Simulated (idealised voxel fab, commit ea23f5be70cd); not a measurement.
Process module heading - voxel capacitor over wiring
Square cell edge 5 nm, section width 280 nm, ID cut.
Format of a cross-section: grid, square cells. Given as bands. Order: top down. Band: one or more rows of cells. Look at the band entry: it leads with the top's height and the bottom's height in nm. Then it lists the materials left to right, with a width in nm for each. The word "edge to edge" on a single material says that material fills the band edge to edge. The word "empty" is empty space. Convention: height 0 is the level below which the wafer, as received, is all one material. The lowest band does not terminate at the bottom but continues downward, represented as "from 0 down". The width entry "30..40" should be interpreted row by row: the top row of cells in the band takes the first number, the bottom row takes the second number, and the change between adjacent rows is uniform throughout. "nothing was modified" for a step: no cell of the cross-section changed in that step. Any empty space of 8 cells or more lacking an open way to the top shows up in "Completely sealed voids" as width x height at distance, distance from the left edge, in nm. Step line, after settings: the simulator's comment on this step. A step line may carry the setting "overlay nm", which, for steps involving a mask, states the distance by which the mask lay to the right of its intended position; negative values denote displacement to the left.

BELOW IS THE LIST OF PLANNED PROCESS STEPS
- 1: RECEIVE,material Si
- 2: CONFORMAL_DEP,material SiO2,thk nm 15
- 3: DIRECTIONAL_DEP,material TiN,thk nm 5
- 4: DIRECTIONAL_DEP,material W,thk nm 15
- 5: DIRECTIONAL_DEP,material aC,thk nm 10
- 6: PATTERN,tone cover,mask id METAL_1,material resist,width nm 20,pitch nm 70,thk nm 30,overlay nm 0
- 7: DIRECTIONAL_ETCH,etch materials aC,depth nm 10
- 8: STRIP,etch materials resist
- 9: DIRECTIONAL_ETCH,etch materials W,depth nm 15
- 10: DIRECTIONAL_ETCH,etch materials TiN,depth nm 5
- 11: STRIP,etch materials aC
- 12: FILL_DEP,material SiO2,thk nm 5
- 13: CMP,height nm 35
- 14: CONFORMAL_DEP,material SiCN,thk nm 5
- 15: DIRECTIONAL_DEP,material SiO2,thk nm 15
- 16: MASKED_ETCH,tone open,mask id PLUG_1,width nm 15,etch materials SiO2,depth nm 15,overlay nm 0
- 17: MASKED_ETCH,tone open,mask id PLUG_1,width nm 15,etch materials SiCN,depth nm 5,overlay nm 0
- 18: EPI,material Ru,thk nm 10
- 19: EPI,material Ru,thk nm 10
- 20: DIRECTIONAL_DEP,material TiN,thk nm 10
- 21: DIRECTIONAL_DEP,material SiN,thk nm 5
- 22: DIRECTIONAL_DEP,material TiN,thk nm 5
- 23: PATTERN,tone cover,mask id UPPER_PLATE,material resist,width nm 55,thk nm 20,overlay nm 0
- 24: DIRECTIONAL_ETCH,etch materials TiN,depth nm 5
- 25: DIRECTIONAL_ETCH,etch materials SiN,depth nm 5
- 26: STRIP,etch materials resist
- 27: DIRECTIONAL_DEP,material aC,thk nm 10
- 28: PATTERN,tone cover,mask id LOWER_PLATE,material resist,width nm 65,thk nm 25,overlay nm 0
- 29: DIRECTIONAL_ETCH,etch materials aC,depth nm 10
- 30: STRIP,etch materials resist
- 31: DIRECTIONAL_ETCH,etch materials TiN,depth nm 10
- 32: STRIP,etch materials aC
- 33: FILL_DEP,material SiO2,thk nm 20
- 34: CMP,height nm 90
- 35: PATTERN,tone open,mask id PLUG_2,material resist,width nm 15,thk nm 15,overlay nm 0
- 36: DIRECTIONAL_ETCH,etch materials SiO2,depth nm 15
- 37: STRIP,etch materials resist
- 38: CONFORMAL_DEP,material TiN,thk nm 5
- 39: FILL_DEP,material W,thk nm 10
- 40: CMP,height nm 90
- 41: CONFORMAL_DEP,material SiN,thk nm 5

STEP 1 COMPLETE: CROSS-SECTION OF THE WAFER AS RECEIVED
	from 0 down  Si edge to edge
	Completely sealed voids: none

RESULT OF THE MODULE, CROSS-SECTIONED: START PER ABOVE, PLAN PER ABOVE, ONE ERROR IN HOW IT WAS RUN
	from 110 to 105  SiN edge to edge
	from 105 to 95  W edge to edge
	from 95 to 90  TiN=115, W=5, TiN=160
	from 90 to 80  SiO2=110, TiN=5, W=5, TiN=5, SiO2=155
	from 80 to 70  SiO2=110..100, TiN=15..55, SiO2=155..125
	from 70 to 65  SiO2=100, SiN=55, SiO2=125
	from 65 to 55  SiO2=95, TiN=65, SiO2=120
	from 55 to 40  SiO2=100, Ru=15, SiO2=165
	from 40 to 35  SiCN=100, Ru=15, SiCN=165
	from 35 to 20  SiO2=95, W=20, SiO2=50, W=20, SiO2=95
	from 20 to 15  SiO2=95, TiN=20, SiO2=50, TiN=20, SiO2=95
	from 15 to 0  SiO2 edge to edge
	from 0 down  Si edge to edge
	Completely sealed voids: none
Error vs. plan: no execution of plan step 40; skipped
